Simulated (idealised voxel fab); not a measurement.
Process module name: voxel ribs on slabs
We display cut, a cross-section 260 nm in width whose square cells are each 5 nm.
Cross-section layout: square cells on a grid; listed as bands, top to bottom; a band spans one or more cell rows. Top height, bottom height, nm. Materials left to right, width each, nm. Single material + "throughout" = fills band edge to edge. "blank" = empty. Where do heights start? At 0: under that level the wafer as delivered is made of one material only. And the lowest band has no floor; it just carries on downward, as in "0 -> down". Read "30->40" as a graded width: first number on top, second number at the bottom, same change between each pair of neighbouring rows. Where the words "remained the same" appear for a step, the cross-section shows no cell changed by that step; every cell remained as before. The entry titled "Enclosed internal voids" provides the empty spaces that have no open way to the top, restricted to those of 8 cells or more. Each is presented as width x height at distance, the distance being measured from the left edge, with all three in nm. Note: text after step settings on the step line = simulator remark on that step. When a step includes a mask, the "overlay nm" setting on its line states how far to the right of its planned place that mask lay, and negative values state how far to the left.

Planned step list for the process
- 1: RECEIVE,material Si
- 2: DIRECTIONAL_DEP,material SiO2,thk nm 20
- 3: DIRECTIONAL_DEP,material polySi,thk nm 15
- 4: DIRECTIONAL_DEP,material aC,thk nm 15
- 5: PATTERN,tone cover,mask id RIB,material resist,width nm 20,thk nm 30,overlay nm 0
- 6: DIRECTIONAL_ETCH,etch materials aC,depth nm 15
- 7: STRIP,etch materials resist
- 8: DIRECTIONAL_ETCH,etch materials polySi,depth nm 5
- 9: STRIP,etch materials aC
- 10: DIRECTIONAL_DEP,material aC,thk nm 15
- 11: PATTERN,tone cover,mask id SLAB,material resist,width nm 60,thk nm 30,overlay nm 0
- 12: DIRECTIONAL_ETCH,etch materials aC,depth nm 15
- 13: STRIP,etch materials resist
- 14: DIRECTIONAL_ETCH,etch materials polySi,depth nm 10
- 15: STRIP,etch materials aC
- 16: FILL_DEP,material SiO2,thk nm 25
- 17: CMP,height nm 55
- 18: DIRECTIONAL_DEP,material W,thk nm 10
- 19: MASKED_ETCH,tone cover,mask id HEATER,width nm 30,etch materials W,depth nm 10,overlay nm 0
- 20: CONFORMAL_DEP,material SiO2,thk nm 5

The following pertains to the first of two wafers, which was processed as planned

Received-state cross-section, reflecting completion of step 1
    0 -> down: Si throughout
    Enclosed internal voids: none

After step 2: wafer cross-section
    20 -> 0: SiO2 throughout
    Below 0, the layers are the same as they were.

After step 3: wafer cross-section
    35 -> 20: polySi throughout
    Below 20, the layers are the same as they were.

After step 4: wafer cross-section
    50 -> 35: aC throughout
    Below 35, the layers are the same as they were.

After step 5: wafer cross-section
    80 -> 50: blank 120; resist 20; blank 120
    Below 50, the layers are the same as they were.

After step 6: wafer cross-section
    65 -> 50: blank 120; resist 20; blank 120
    50 -> 35: blank 120; aC 20; blank 120
    Below 35, the layers are the same as they were.

After step 7: wafer cross-section
    50 -> 35: blank 120; aC 20; blank 120
    Below 35, the layers are the same as they were.

After step 8: wafer cross-section
    50 -> 35: blank 120; aC 20; blank 120
    35 -> 30: blank 120; polySi 20; blank 120
    Below 30, the layers are the same as they were.

After step 9: wafer cross-section
    35 -> 30: blank 120; polySi 20; blank 120
    Below 30, the layers are the same as they were.

After step 10: wafer cross-section
    50 -> 45: blank 120; aC 20; blank 120
    45 -> 35: aC throughout
    35 -> 30: aC 120; polySi 20; aC 120
    Below 30, the layers are the same as they were.

After step 11: wafer cross-section
    80 -> 50: blank 100; resist 60; blank 100
    50 -> 45: blank 100; resist 20; aC 20; resist 20; blank 100
    Below 45, the layers are the same as they were.

After step 12: wafer cross-section
    65 -> 50: blank 100; resist 60; blank 100
    50 -> 45: blank 100; resist 20; aC 20; resist 20; blank 100
    45 -> 35: blank 100; aC 60; blank 100
    35 -> 30: blank 100; aC 20; polySi 20; aC 20; blank 100
    Below 30, the layers are the same as they were.

After step 13: wafer cross-section
    50 -> 45: blank 120; aC 20; blank 120
    Below 45, the layers are the same as they were.

After step 14: wafer cross-section
    50 -> 45: blank 120; aC 20; blank 120
    45 -> 35: blank 100; aC 60; blank 100
    35 -> 30: blank 100; aC 20; polySi 20; aC 20; blank 100
    30 -> 20: blank 100; polySi 60; blank 100
    Below 20, the layers are the same as they were.

After step 15: wafer cross-section
    35 -> 30: blank 120; polySi 20; blank 120
    Below 30, the layers are the same as they were.

After step 16: wafer cross-section
    60 -> 35: SiO2 throughout
    35 -> 30: SiO2 120; polySi 20; SiO2 120
    30 -> 20: SiO2 100; polySi 60; SiO2 100
    Below 20, the layers are the same as they were.

After step 17: wafer cross-section
    55 -> 35: SiO2 throughout
    Below 35, the layers are the same as they were.

After step 18: wafer cross-section
    65 -> 55: W throughout
    Below 55, the layers are the same as they were.

After step 19: wafer cross-section
    65 -> 55: blank 115; W 30; blank 115
    Below 55, the layers are the same as they were.

After step 20: wafer cross-section
    70 -> 65: blank 110; SiO2 40; blank 110
    65 -> 60: blank 110; SiO2 5; W 30; SiO2 5; blank 110
    60 -> 55: SiO2 115; W 30; SiO2 115
    Below 55, the layers are the same as they were.

What follows concerns the second wafer, which started out like the first and was meant to follow the very same plan; one mistake crept in when it was run, but everything up to and including step 4 is the same as for the first wafer

Second wafer at the planned finish of step 5, seen in cross-section
    80 -> 50: blank 120; resist 25; blank 115
    Below 50, the layers are the same as they were.

Second wafer at the planned finish of step 6, seen in cross-section
    65 -> 50: blank 120; resist 25; blank 115
    50 -> 35: blank 120; aC 25; blank 115
    Below 35, the layers are the same as they were.

Second wafer at the planned finish of step 7, seen in cross-section
    50 -> 35: blank 120; aC 25; blank 115
    Below 35, the layers are the same as they were.

Second wafer at the planned finish of step 8, seen in cross-section
    50 -> 35: blank 120; aC 25; blank 115
    35 -> 30: blank 120; polySi 25; blank 115
    Below 30, the layers are the same as they were.

Second wafer at the planned finish of step 9, seen in cross-section
    35 -> 30: blank 120; polySi 25; blank 115
    Below 30, the layers are the same as they were.

Second wafer at the planned finish of step 10, seen in cross-section
    50 -> 45: blank 120; aC 25; blank 115
    45 -> 35: aC throughout
    35 -> 30: aC 120; polySi 25; aC 115
    Below 30, the layers are the same as they were.

Second wafer at the planned finish of step 11, seen in cross-section
    80 -> 50: blank 100; resist 60; blank 100
    50 -> 45: blank 100; resist 20; aC 25; resist 15; blank 100
    Below 45, the layers are the same as they were.

Second wafer at the planned finish of step 12, seen in cross-section
    65 -> 50: blank 100; resist 60; blank 100
    50 -> 45: blank 100; resist 20; aC 25; resist 15; blank 100
    45 -> 35: blank 100; aC 60; blank 100
    35 -> 30: blank 100; aC 20; polySi 25; aC 15; blank 100
    Below 30, the layers are the same as they were.

Second wafer at the planned finish of step 13, seen in cross-section
    50 -> 45: blank 120; aC 25; blank 115
    Below 45, the layers are the same as they were.

Second wafer at the planned finish of step 14, seen in cross-section
    50 -> 45: blank 120; aC 25; blank 115
    45 -> 35: blank 100; aC 60; blank 100
    35 -> 30: blank 100; aC 20; polySi 25; aC 15; blank 100
    30 -> 20: blank 100; polySi 60; blank 100
    Below 20, the layers are the same as they were.

Second wafer at the planned finish of step 15, seen in cross-section
    35 -> 30: blank 120; polySi 25; blank 115
    Below 30, the layers are the same as they were.

Second wafer at the planned finish of step 16, seen in cross-section
    60 -> 35: SiO2 throughout
    35 -> 30: SiO2 120; polySi 25; SiO2 115
    30 -> 20: SiO2 100; polySi 60; SiO2 100
    Below 20, the layers are the same as they were.

Second wafer at the planned finish of step 17, seen in cross-section
    55 -> 35: SiO2 throughout
    Below 35, the layers are the same as they were.

Second wafer at the planned finish of step 18, seen in cross-section
    65 -> 55: W throughout
    Below 55, the layers are the same as they were.

Second wafer at the planned finish of step 19, seen in cross-section
    65 -> 55: blank 115; W 30; blank 115
    Below 55, the layers are the same as they were.

Second wafer at the planned finish of step 20, seen in cross-section
    70 -> 65: blank 110; SiO2 40; blank 110
    65 -> 60: blank 110; SiO2 5; W 30; SiO2 5; blank 110
    60 -> 55: SiO2 115; W 30; SiO2 115
    Below 55, the layers are the same as they were.
Want to know what went wrong? the process deviated at step 5: the operation and settings actually run there were PATTERN,tone cover,mask id RIB,material resist,width nm 25,thk nm 30,overlay nm 0
Wafer comparison, final, in cells, second relative to first, materials more or fewer: 1 fewer of SiO2, 1 more of polySi
